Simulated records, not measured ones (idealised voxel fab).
Process module name: voxel self aligned vias
Section shown: cut. Width: 260 nm. Cell size: 5 nm, square.
Cross-sections here: square-cell grids, written as top-down lists of bands, a band being one or more rows of cells. Within each band entry, the heights of the top and of the bottom of the band appear first, in that order and in nm; the materials of the band then follow from left to right, each with its corresponding width in nm. The designation "everywhere" on a single material indicates that it fills the band from edge to edge; the designation "blank" indicates empty space. The reference from which all heights are counted is 0, the level beneath which the as-received wafer is entirely one material; the lowest band, having no lower bound, proceeds downward and is written after the example "0 down". Width spec "30 to 40" -> top row of cells at first value, bottom row at second value, equal per-row change in between. Reading "stayed the same" for a step: not a cell of the cross-section changed in it. Voids not open to the top, 8 cells minimum: see "Cavities, sealed". Written width x height at distance; distance is from the left edge; nm. If you see something after the settings on a step's line, that's the simulator's own remark about that step. When a step includes a mask, the "overlay nm" setting on its line states how far to the right of its planned place that mask lay, and negative values state how far to the left.
Process steps - plan:
1: op RECEIVE | material Si
2: op CONFORMAL_DEP | material SiO2 | thk nm 15
3: op CONFORMAL_DEP | material SiCN | thk nm 5
4: op DIRECTIONAL_DEP | material SiO2 | thk nm 30
5: op PATTERN | tone open | mask id LINES | material resist | width nm 30 | pitch nm 60 | thk nm 20 | overlay nm 0
6: op DIRECTIONAL_ETCH | etch materials SiO2 | depth nm 30
7: op STRIP | etch materials resist
8: op CONFORMAL_DEP | material TiN | thk nm 5
9: op FILL_DEP | material Ru | thk nm 10
10: op CMP | height nm 50
11: op SELECTIVE_ETCH | etch materials W Ru TiN | depth nm 5
12: op FILL_DEP | material SiN | thk nm 10
13: op CMP | height nm 50
14: op DIRECTIONAL_DEP | material SiO2 | thk nm 15
15: op MASKED_ETCH | tone open | mask id VIAS | width nm 40 | pitch nm 60 | etch materials SiO2 | depth nm 15 | overlay nm 0
16: op MASKED_ETCH | tone open | mask id VIAS | width nm 40 | pitch nm 60 | etch materials SiN | depth nm 5 | overlay nm 0
17: op CONFORMAL_DEP | material TiN | thk nm 5
18: op FILL_DEP | material W | thk nm 10
19: op CMP | height nm 65
20: op CONFORMAL_DEP | material SiCN | thk nm 5
Shown in cross-section is the wafer as received, that is, as it stands after step 1:
	0 down  Si everywhere
	Cavities, sealed: none
Looking at the first of two wafers in cross-section at end of module - ran to plan:
	70 to 65  SiCN everywhere
	65 to 55  SiO2: 50  TiN: 5  W: 30  TiN: 5  SiO2: 20  TiN: 5  W: 30  TiN: 5  SiO2: 20  TiN: 5  W: 30  TiN: 5  SiO2: 50
	55 to 50  SiO2: 50  TiN: 10  W: 20  TiN: 10  SiO2: 20  TiN: 10  W: 20  TiN: 10  SiO2: 20  TiN: 10  W: 20  TiN: 10  SiO2: 50
	50 to 45  SiO2: 55  TiN: 30  SiO2: 30  TiN: 30  SiO2: 30  TiN: 30  SiO2: 55
	45 to 25  SiO2: 55  TiN: 5  Ru: 20  TiN: 5  SiO2: 30  TiN: 5  Ru: 20  TiN: 5  SiO2: 30  TiN: 5  Ru: 20  TiN: 5  SiO2: 55
	25 to 20  SiO2: 55  TiN: 30  SiO2: 30  TiN: 30  SiO2: 30  TiN: 30  SiO2: 55
	20 to 15  SiCN everywhere
	15 to 0  SiO2 everywhere
	0 down  Si everywhere
	Cavities, sealed: none
Cross-section, wafer two of two, end of module: same start and plan as wafer one, one error in execution:
	70 to 65  SiCN everywhere
	65 to 55  SiO2: 50  TiN: 5  W: 30  TiN: 5  SiO2: 20  TiN: 5  W: 30  TiN: 5  SiO2: 20  TiN: 5  W: 30  TiN: 5  SiO2: 50
	55 to 50  SiO2: 50  TiN: 10  W: 20  TiN: 10  SiO2: 20  TiN: 10  W: 20  TiN: 10  SiO2: 20  TiN: 10  W: 20  TiN: 10  SiO2: 50
	50 to 45  SiO2: 55  TiN: 30  SiO2: 30  TiN: 30  SiO2: 30  TiN: 30  SiO2: 55
	45 to 25  SiO2: 55  TiN: 5  Ru: 20  TiN: 5  SiO2: 30  TiN: 5  Ru: 20  TiN: 5  SiO2: 30  TiN: 5  Ru: 20  TiN: 5  SiO2: 55
	25 to 20  SiO2: 55  TiN: 30  SiO2: 30  TiN: 30  SiO2: 30  TiN: 30  SiO2: 55
	20 to 5  SiO2 everywhere
	5 to 0  SiCN everywhere
	0 down  Si everywhere
	Cavities, sealed: none
Against the plan, the run slipped here: plan steps 2 and 3 run swapped
Both wafers, final: cells per material equal; arrangement not.
